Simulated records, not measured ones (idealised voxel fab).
process module | voxel capacitor over wiring
cross-section cut | 245 nm wide | cells 5 nm
A cross-section is a grid of square cells, given in bands from the top down. A band is one or more rows of cells.
Each band's line starts with the height of the band's top and of its bottom, in nm. Then come its materials from left to right, each with its width in nm. One material with "throughout" fills the band from edge to edge. "air" is empty space.
Height 0 is the level under which the wafer as received is all one material. The lowest band goes on downwards, as in "0 down".
A width such as "30 to 40" changes by the same amount from each row of cells to the next, from the band's top row to its bottom row.
"no change" after a step means that no cell of the cross-section changed.
closed voids: empty space of 8 cells or more with no open way to the top, each as width x height at its distance from the left edge, in nm
after a step's settings: what the simulator itself notes on the step
overlay nm, on a step with a mask: how far to the right of its planned place the mask lay; to the left if negative
plan
1 op RECEIVE | material Si
2 op CONFORMAL_DEP | material SiO2 | thk nm 15
3 op DIRECTIONAL_DEP | material TiN | thk nm 5
4 op DIRECTIONAL_DEP | material Ru | thk nm 25
5 op PATTERN | tone cover | mask id METAL_1 | material resist | width nm 20 | pitch nm 75 | thk nm 20 | overlay nm 0
6 op DIRECTIONAL_ETCH | etch materials Ru | depth nm 25
7 op DIRECTIONAL_ETCH | etch materials TiN | depth nm 5
8 op STRIP | etch materials resist
9 op CONFORMAL_DEP | material SiCN | thk nm 5
10 op FILL_DEP | material SiO2 | thk nm 5
11 op CMP | height nm 45
12 op CONFORMAL_DEP | material SiCN | thk nm 5
13 op DIRECTIONAL_DEP | material lowk | thk nm 20
14 op MASKED_ETCH | tone open | mask id PLUG_1 | width nm 15 | etch materials lowk | depth nm 20 | overlay nm 0
15 op MASKED_ETCH | tone open | mask id PLUG_1 | width nm 15 | etch materials SiCN | depth nm 5 | overlay nm 0
16 op CONFORMAL_DEP | material TiN | thk nm 5
17 op FILL_DEP | material W | thk nm 10
18 op CMP | height nm 70
19 op DIRECTIONAL_DEP | material TiN | thk nm 5
20 op DIRECTIONAL_DEP | material SiN | thk nm 5
21 op DIRECTIONAL_DEP | material TiN | thk nm 10
22 op DIRECTIONAL_DEP | material aC | thk nm 10
23 op PATTERN | tone cover | mask id UPPER_PLATE | material resist | width nm 60 | thk nm 25 | overlay nm 0
24 op DIRECTIONAL_ETCH | etch materials aC | depth nm 10
25 op STRIP | etch materials resist
26 op DIRECTIONAL_ETCH | etch materials TiN | depth nm 10
27 op DIRECTIONAL_ETCH | etch materials SiN | depth nm 5
28 op STRIP | etch materials aC
29 op PATTERN | tone cover | mask id LOWER_PLATE | material resist | width nm 70 | thk nm 15 | overlay nm 0
30 op DIRECTIONAL_ETCH | etch materials TiN | depth nm 5
31 op STRIP | etch materials resist
32 op FILL_DEP | material SiO2 | thk nm 20
33 op CMP | height nm 105
34 op PATTERN | tone open | mask id PLUG_2 | material resist | width nm 15 | thk nm 20 | overlay nm 0
35 op DIRECTIONAL_ETCH | etch materials SiO2 | depth nm 15
36 op STRIP | etch materials resist
37 op CONFORMAL_DEP | material TiN | thk nm 5
38 op FILL_DEP | material Ru | thk nm 10
39 op CMP | height nm 105
40 op CONFORMAL_DEP | material SiN | thk nm 5
as received, after step 1
  0 down: Si throughout
  closed voids: none
first wafer at the end, as planned
  110 to 105: SiN throughout
  105 to 95: SiO2 90 | TiN 5 | Ru 5 | TiN 5 | SiO2 140
  95 to 90: SiO2 90 | TiN 15 | SiO2 140
  90 to 80: SiO2 80 | TiN 60 | SiO2 105
  80 to 75: SiO2 80 | SiN 60 | SiO2 105
  75 to 70: SiO2 75 | TiN 70 | SiO2 100
  70 to 50: lowk 80 | TiN 5 | W 5 | TiN 5 | lowk 150
  50 to 45: SiCN 80 | TiN 15 | SiCN 150
  45 to 20: SiO2 70 | SiCN 5 | Ru 20 | SiCN 5 | SiO2 45 | SiCN 5 | Ru 20 | SiCN 5 | SiO2 70
  20 to 15: SiCN 75 | TiN 20 | SiCN 55 | TiN 20 | SiCN 75
  15 to 0: SiO2 throughout
  0 down: Si throughout
  closed voids: none
second wafer at the end: like start, like plan, one mistake
  110 to 105: SiN throughout
  105 to 95: SiO2 90 | TiN 5 | Ru 5 | TiN 5 | SiO2 140
  95 to 90: SiO2 90 | TiN 15 | SiO2 140
  90 to 80: SiO2 80 | TiN 60 | SiO2 105
  80 to 75: SiO2 80 | SiN 60 | SiO2 105
  75 to 70: SiO2 75 | TiN 70 | SiO2 100
  70 to 50: lowk 80 | TiN 5 | W 5 | TiN 5 | lowk 150
  50 to 45: SiCN 80 | TiN 15 | SiCN 150
  45 to 35: SiO2 70 | SiCN 5 | Ru 20 | SiCN 5 | SiO2 45 | SiCN 5 | Ru 20 | SiCN 5 | SiO2 70
  35 to 30: SiCN 75 | TiN 20 | SiCN 55 | TiN 20 | SiCN 75
  30 to 0: SiO2 throughout
  0 down: Si throughout
  closed voids: none
what went wrong: step 2 was run twice
at the end the second wafer has, in cells: 24 fewer of Ru | 12 fewer of SiCN | 36 more of SiO2
